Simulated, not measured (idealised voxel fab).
Process module heading - voxel transistor to metal
FYI the section here is cut, 205 nm wide, cells are 5 nm squares.
How to read a cross-section here: the picture is a grid of square cells, written as bands going from the top down, and any band can span one or more rows of cells. This entry defines a band. It first specifies the height of the band's top and the height of its bottom in nm, and then specifies the band's materials from left to right, stating each material with its width in nm. The word "all across" identifies a single material that fills the band from edge to edge, while the word "air" identifies empty space. Ref level 0: as-received wafer is one material below here. Bottom band extends down with no lower bound ("0 down"). The expression "30..40" gives the width at the extremes of the band, the first number at its top row of cells and the second at its bottom row, with the width changing by equal amounts from each row to the next in between. No cell of the cross-section changed in a step that is given as "nothing got changed". In "Fully enclosed voids" the enclosed voids are listed, meaning empty spaces of 8 cells or larger without any opening to the top. The form is width x height at distance, distance from the left edge, units nm. Step line, after settings: the simulator's comment on this step. overlay nm: right-of-plan distance of the mask on a masked step; negative values mean left-of-plan.
-- The process steps that were planned are listed below
- 1: RECEIVE: material Si
- 2: CONFORMAL_DEP: material SiO2, thk nm 5
- 3: CONFORMAL_DEP: material SiN, thk nm 10
- 4: MASKED_ETCH: tone cover, mask id ACTIVE, width nm 110, etch materials SiN, depth nm 10, overlay nm 0
- 5: MASKED_ETCH: tone cover, mask id ACTIVE, width nm 110, etch materials SiO2, depth nm 5, overlay nm 0
- 6: MASKED_ETCH: tone cover, mask id ACTIVE, width nm 110, etch materials Si, depth nm 25, overlay nm 0
- 7: FILL_DEP: material SiO2, thk nm 15
- 8: CMP: height nm 15
- 9: SELECTIVE_ETCH: etch materials SiO2, depth nm 5
- 10: STRIP: etch materials SiN
- 11: SELECTIVE_ETCH: etch materials SiO2, depth nm 5
- 12: OXIDIZE: depth nm 5
- 13: DIRECTIONAL_DEP: material polySi, thk nm 20
- 14: DIRECTIONAL_DEP: material SiCN, thk nm 10
- 15: MASKED_ETCH: tone cover, mask id GATE, width nm 20, etch materials SiCN, depth nm 20, overlay nm 0
- 16: MASKED_ETCH: tone cover, mask id GATE, width nm 20, etch materials polySi, depth nm 30, overlay nm 0
- 17: CONFORMAL_DEP: material SiN, thk nm 10
- 18: DIRECTIONAL_ETCH: etch materials SiN, depth nm 10
- 19: DIRECTIONAL_ETCH: etch materials SiO2, depth nm 5
- 20: DIRECTIONAL_ETCH: etch materials Si, depth nm 5
- 21: EPI: material SiGe, thk nm 5
- 22: FILL_DEP: material SiO2, thk nm 5
- 23: CMP: height nm 30
- 24: DIRECTIONAL_DEP: material SiO2, thk nm 15
- 25: PATTERN: tone open, mask id CONTACT, material resist, width nm 20, pitch nm 80, thk nm 15, overlay nm 0
- 26: DIRECTIONAL_ETCH: etch materials SiO2, depth nm 50
- 27: STRIP: etch materials resist
- 28: CONFORMAL_DEP: material TiN, thk nm 5
- 29: FILL_DEP: material W, thk nm 5
- 30: CMP: height nm 45
- 31: CONFORMAL_DEP: material SiCN, thk nm 5
- 32: DIRECTIONAL_DEP: material lowk, thk nm 25
- 33: MASKED_ETCH: tone open, mask id METAL_1, width nm 20, pitch nm 80, etch materials lowk, depth nm 25, overlay nm 0
- 34: MASKED_ETCH: tone open, mask id METAL_1, width nm 20, pitch nm 80, etch materials SiCN, depth nm 5, overlay nm 0
- 35: CONFORMAL_DEP: material TiN, thk nm 5
- 36: FILL_DEP: material Cu, thk nm 10
- 37: CMP: height nm 75
- 38: CONFORMAL_DEP: material SiCN, thk nm 5
- 39: DIRECTIONAL_DEP: material SiO2, thk nm 30
- 40: MASKED_ETCH: tone open, mask id METAL_2, width nm 20, pitch nm 80, etch materials SiO2, depth nm 15, overlay nm 0
- 41: MASKED_ETCH: tone open, mask id METAL_2_HOLES, width nm 15, pitch nm 80, etch materials SiO2, depth nm 15, overlay nm 0
- 42: MASKED_ETCH: tone open, mask id METAL_2_HOLES, width nm 15, pitch nm 80, etch materials SiCN, depth nm 5, overlay nm 0
- 43: CONFORMAL_DEP: material TiN, thk nm 5
- 44: FILL_DEP: material Cu, thk nm 10
- 45: CMP: height nm 110
- 46: CONFORMAL_DEP: material SiCN, thk nm 5
-- This is the cross-section of the wafer as we received it, i.e. after step 1
* 0 down: Si all across
* Fully enclosed voids: none
-- The plan above was carried out on the starting structure above with one mistake, and this cross-section shows the wafer at the end of the module
* 115 to 110: SiCN all across
* 110 to 100: SiO2 50 nm, then TiN 5 nm, then Cu 10 nm, then TiN 5 nm, then SiO2 60 nm, then TiN 5 nm, then Cu 10 nm, then TiN 5 nm, then SiO2 55 nm
* 100 to 95: SiO2 50 nm, then TiN 5 nm, then Cu 5 nm, then TiN 10 nm, then SiO2 60 nm, then TiN 5 nm, then Cu 5 nm, then TiN 10 nm, then SiO2 55 nm
* 95 to 80: SiO2 50 nm, then TiN 5 nm, then Cu 5 nm, then TiN 5 nm, then SiO2 65 nm, then TiN 5 nm, then Cu 5 nm, then TiN 5 nm, then SiO2 60 nm
* 80 to 75: SiCN 50 nm, then TiN 15 nm, then SiCN 65 nm, then TiN 15 nm, then SiCN 60 nm
* 75 to 50: lowk 50 nm, then TiN 5 nm, then Cu 10 nm, then TiN 5 nm, then lowk 60 nm, then TiN 5 nm, then Cu 10 nm, then TiN 5 nm, then lowk 55 nm
* 50 to 45: SiCN 50 nm, then TiN 20 nm, then SiCN 60 nm, then TiN 20 nm, then SiCN 55 nm
* 45 to 30: SiO2 55 nm, then TiN 5 nm, then W 5 nm, then TiN 5 nm, then SiO2 65 nm, then TiN 5 nm, then W 5 nm, then TiN 5 nm, then SiO2 55 nm
* 30 to 20: SiO2 55 nm, then TiN 5 nm, then W 5 nm, then TiN 5 nm, then SiO2 10 nm, then SiN 10 nm, then SiCN 20 nm, then SiN 10 nm, then SiO2 15 nm, then TiN 5 nm, then W 5 nm, then TiN 5 nm, then SiO2 55 nm
* 20 to 5: SiO2 55 nm, then TiN 5 nm, then W 5 nm, then TiN 5 nm, then SiO2 10 nm, then SiN 10 nm, then polySi 20 nm, then SiN 10 nm, then SiO2 15 nm, then TiN 5 nm, then W 5 nm, then TiN 5 nm, then SiO2 55 nm
* 5 to 0: SiO2 40 nm, then SiN 10 nm, then SiO2 5 nm, then TiN 5 nm, then W 5 nm, then TiN 5 nm, then SiO2 10 nm, then SiN 10 nm, then polySi 20 nm, then SiN 10 nm, then SiO2 15 nm, then TiN 15 nm, then SiN 10 nm, then SiO2 45 nm
* 0 to -5: SiO2 50 nm, then SiGe 5 nm, then TiN 15 nm, then SiO2 5 nm, then SiGe 5 nm, then SiO2 40 nm, then SiGe 5 nm, then SiO2 10 nm, then TiN 10 nm, then SiGe 5 nm, then SiO2 55 nm
* -5 to -10: SiO2 45 nm, then Si 5 nm, then SiGe 30 nm, then Si 40 nm, then SiGe 30 nm, then Si 5 nm, then SiO2 50 nm
* -10 to -25: SiO2 45 nm, then Si 110 nm, then SiO2 50 nm
* -25 down: Si all across
* Fully enclosed voids: none
The mistake made against the process plan was this: note that step 25 departed from the planned setting and was carried out as PATTERN: tone open, mask id CONTACT, material resist, width nm 15, pitch nm 80, thk nm 15, overlay nm 0
